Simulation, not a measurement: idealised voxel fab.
process module | voxel plated lines
Cross-section cut spans 270 nm and uses square cells 5 nm in size.
When this document writes out a cross-section, it uses a grid of square cells and lists it as bands, beginning at the top and moving down, with a band standing for one or more rows of cells.
First you get the band's top height and its bottom height, in nm, and then the materials it's made of, left to right, with each width in nm. If you see a single material with "edge to edge", that one covers the band edge to edge. "air" is empty space.
All heights in this document are referenced to 0, defined as the level beneath which the wafer, as received, consists entirely of one material. The lowest band is not bounded below; it extends indefinitely downward and is written in the form "0 -> down".
Per-row width for "30 to 40": begins at first number (top row of band), ends at second number (bottom row), increment between rows held constant.
It should be understood that the words "stayed the same", when stated for a given step, signify that the cross-section underwent no change in any of its cells during that step.
"Encapsulated voids" - sealed voids, min. 8 cells, no opening to top; format: width x height at distance (distance from left edge; nm throughout).
Heads up: the bit after the settings on a step's line is the simulator's remark on that step.
A step's line can hold "overlay nm"; with a mask on that step, the setting says how far right of the planned place the mask lay, while a negative setting says it lay to the left.

So here's the lineup of process steps we planned
1,RECEIVE with material Si
2,CONFORMAL_DEP with material Al2O3, thk nm 15
3,DIRECTIONAL_DEP with material TiN, thk nm 5
4,PATTERN with tone open, mask id LINES, material resist, width nm 15, pitch nm 35, thk nm 30, overlay nm 0
5,EPI with material Ru, thk nm 10
6,EPI with material Ru, thk nm 5
7,STRIP with etch materials resist
8,DIRECTIONAL_ETCH with etch materials TiN, depth nm 5
9,CONFORMAL_DEP with material SiO2, thk nm 5

Wafer as received: cross-section following step 1
0 -> down  Si edge to edge
Encapsulated voids: none

Looking at the first of two wafers in cross-section at end of module - ran to plan
40 -> 35  air=105  SiO2=25  air=10  SiO2=25  air=105
35 -> 20  air=105  SiO2=5  Ru=15  SiO2=5  air=10  SiO2=5  Ru=15  SiO2=5  air=105
20 -> 15  SiO2=110  TiN=15  SiO2=20  TiN=15  SiO2=110
15 -> 0  Al2O3 edge to edge
0 -> down  Si edge to edge
Encapsulated voids: none

The second wafer, shown in cross-section after the module: started the same way as the first and given the same plan, yet one mistake crept into how it was run
40 -> 35  air=100  SiO2=70  air=100
35 -> 30  air=100  SiO2=5  Ru=25  SiO2=10  Ru=25  SiO2=5  air=100
30 -> 25  SiO2=105  Ru=25  SiO2=10  Ru=25  SiO2=105
25 -> 20  Ru edge to edge
20 -> 15  TiN edge to edge
15 -> 0  Al2O3 edge to edge
0 -> down  Si edge to edge
Encapsulated voids: none
Diagnosis: steps 6 and 7 run out of order (swapped)
at the end the second wafer has, in cells: Ru: 56 more; SiO2: 8 fewer; TiN: 48 more
